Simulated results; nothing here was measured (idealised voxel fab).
The name of this process module is voxel self aligned contacts.
230 nm wide, 5 nm square cells: that's cross-section cut.
Cross-section layout: square cells on a grid; listed as bands, top to bottom; a band spans one or more cell rows.
A band entry consists of two parts. The first gives the height of the band's top and the height of its bottom, in nm. The rest lists the band's materials from left to right, each with its width in nm. A single material labelled with the word "throughout" fills the band from edge to edge, and the word "empty" marks empty space.
For the purposes of this specification, 0 denotes the height below which the wafer in its as-received condition is composed wholly of one material, and the lowermost band, lacking a lower limit, extends downward without end, as expressed in "top 0, no bottom".
You'd read "30->40" like this: the band's top row of cells is as wide as the first number, its bottom row is as wide as the second, and going down, every row changes width by the same amount as the row before did.
Key: "no alteration" - step with no changed cell in the cross-section.
Reported under the label "Enclosed internal voids" are the empty spaces having no open way to the top and comprising 8 cells or more; the notation for each is width x height at distance, in which the distance is measured from the left edge and all three values are in nm.
On a step's line, text after the settings is the simulator commenting on that step.
"overlay nm" answers the question of how far to the right of plan the mask lay on a step that has a mask, and when it is negative the answer is to the left.
# Steps planned for the process
1. RECEIVE (material Si)
2. OXIDIZE (depth nm 5)
3. DIRECTIONAL_DEP (material polySi; thk nm 30)
4. DIRECTIONAL_DEP (material SiN; thk nm 25)
5. PATTERN (tone cover; mask id GATE; material resist; width nm 30; pitch nm 65; thk nm 20; overlay nm -15)
6. DIRECTIONAL_ETCH (etch materials SiN; depth nm 25)
7. DIRECTIONAL_ETCH (etch materials polySi; depth nm 30)
8. STRIP (etch materials resist)
9. CONFORMAL_DEP (material SiN; thk nm 10)
10. DIRECTIONAL_ETCH (etch materials SiN; depth nm 10)
11. FILL_DEP (material SiO2; thk nm 20)
12. CMP (height nm 65)
13. DIRECTIONAL_DEP (material aC; thk nm 15)
14. PATTERN (tone open; mask id CONTACT; material resist; width nm 45; pitch nm 65; thk nm 35; overlay nm 0)
15. DIRECTIONAL_ETCH (etch materials aC; depth nm 15)
16. STRIP (etch materials resist)
17. DIRECTIONAL_ETCH (etch materials SiO2; depth nm 70)
18. STRIP (etch materials aC)
19. CONFORMAL_DEP (material TiN; thk nm 5)
20. FILL_DEP (material W; thk nm 10)
21. CMP (height nm 65)
22. CONFORMAL_DEP (material SiCN; thk nm 5)
Wafer-to-wafer difference: overlay nm, step 5. Common start. Plan = first wafer's value.
# Cut through the first of several wafers as received, post step 1
* top 0, no bottom  Si throughout
* Enclosed internal voids: none
# Table: wafers, a row each; end-of-module cell change per material since receipt, gain (+), loss (-); then closed voids
overlay nm -15; -46 Si; +46 SiCN; +222 SiN; +206 SiO2; +70 TiN; +38 W; +108 polySi; Enclosed internal voids: none
overlay nm -10; -46 Si; +46 SiCN; +222 SiN; +206 SiO2; +70 TiN; +38 W; +108 polySi; Enclosed internal voids: none
overlay nm -5; -46 Si; +46 SiCN; +222 SiN; +206 SiO2; +70 TiN; +38 W; +108 polySi; Enclosed internal voids: none
overlay nm 0; -46 Si; +46 SiCN; +222 SiN; +206 SiO2; +70 TiN; +38 W; +108 polySi; Enclosed internal voids: none
overlay nm 5; -46 Si; +46 SiCN; +222 SiN; +206 SiO2; +70 TiN; +38 W; +108 polySi; Enclosed internal voids: none
overlay nm 10; -46 Si; +46 SiCN; +222 SiN; +206 SiO2; +70 TiN; +38 W; +108 polySi; Enclosed internal voids: none
overlay nm 15; -46 Si; +46 SiCN; +222 SiN; +206 SiO2; +70 TiN; +38 W; +108 polySi; Enclosed internal voids: none
